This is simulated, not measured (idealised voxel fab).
process module | voxel released beams
cross-section cut | 270 nm wide | cells 5 nm
A cross-section is a grid of square cells, given in bands from the top down. A band is one or more rows of cells.
Each band's line starts with the height of the band's top and of its bottom, in nm. Then come its materials from left to right, each with its width in nm. One material with "throughout" fills the band from edge to edge. "air" is empty space.
Height 0 is the level under which the wafer as received is all one material. The lowest band goes on downwards, as in "0 down".
A width such as "30 to 40" changes by the same amount from each row of cells to the next, from the band's top row to its bottom row.
"no change" after a step means that no cell of the cross-section changed.
closed voids: empty space of 8 cells or more with no open way to the top, each as width x height at its distance from the left edge, in nm
after a step's settings: what the simulator itself notes on the step
overlay nm, on a step with a mask: how far to the right of its planned place the mask lay; to the left if negative
plan
1 op RECEIVE | material Si
2 op CONFORMAL_DEP | material Al2O3 | thk nm 10
3 op DIRECTIONAL_DEP | material SiO2 | thk nm 10
4 op PATTERN | tone open | mask id ANCHOR | material resist | width nm 30 | thk nm 20 | overlay nm 0
5 op DIRECTIONAL_ETCH | etch materials SiO2 | depth nm 10
6 op STRIP | etch materials resist
7 op CONFORMAL_DEP | material SiN | thk nm 15
8 op DIRECTIONAL_DEP | material aC | thk nm 15
9 op PATTERN | tone cover | mask id BEAM | material resist | width nm 110 | thk nm 35 | overlay nm 0
10 op DIRECTIONAL_ETCH | etch materials aC | depth nm 15
11 op STRIP | etch materials resist
12 op DIRECTIONAL_ETCH | etch materials SiN | depth nm 15
13 op STRIP | etch materials aC
14 op STRIP | etch materials SiO2
varied across the wafers: width nm of step 4. The plan shows the first wafer's value. All wafers start alike
first wafer as received, after step 1
  0 down: Si throughout
  closed voids: none
first wafer at the end, after step 14
  35 to 20: air 75 | SiN 110 | air 85
  20 to 10: air 85 | SiN 30 | air 155
  10 to 0: Al2O3 throughout
  0 down: Si throughout
  closed voids: none
last wafer at the end
  35 to 25: air 75 | SiN 15 | air 25 | SiN 70 | air 85
  25 to 20: air 75 | SiN 110 | air 85
  20 to 10: air 75 | SiN 55 | air 140
  10 to 0: Al2O3 throughout
  0 down: Si throughout
  closed voids: none
each wafer at the end: cells of each material gained (+) or lost (-) since it was received, then its closed voids
width nm 30 | +108 Al2O3 | +78 SiN | closed voids: none
width nm 35 | +108 Al2O3 | +78 SiN | closed voids: none
width nm 40 | +108 Al2O3 | +78 SiN | closed voids: none
width nm 45 | +108 Al2O3 | +78 SiN | closed voids: none
width nm 50 | +108 Al2O3 | +78 SiN | closed voids: none
width nm 55 | +108 Al2O3 | +78 SiN | closed voids: none
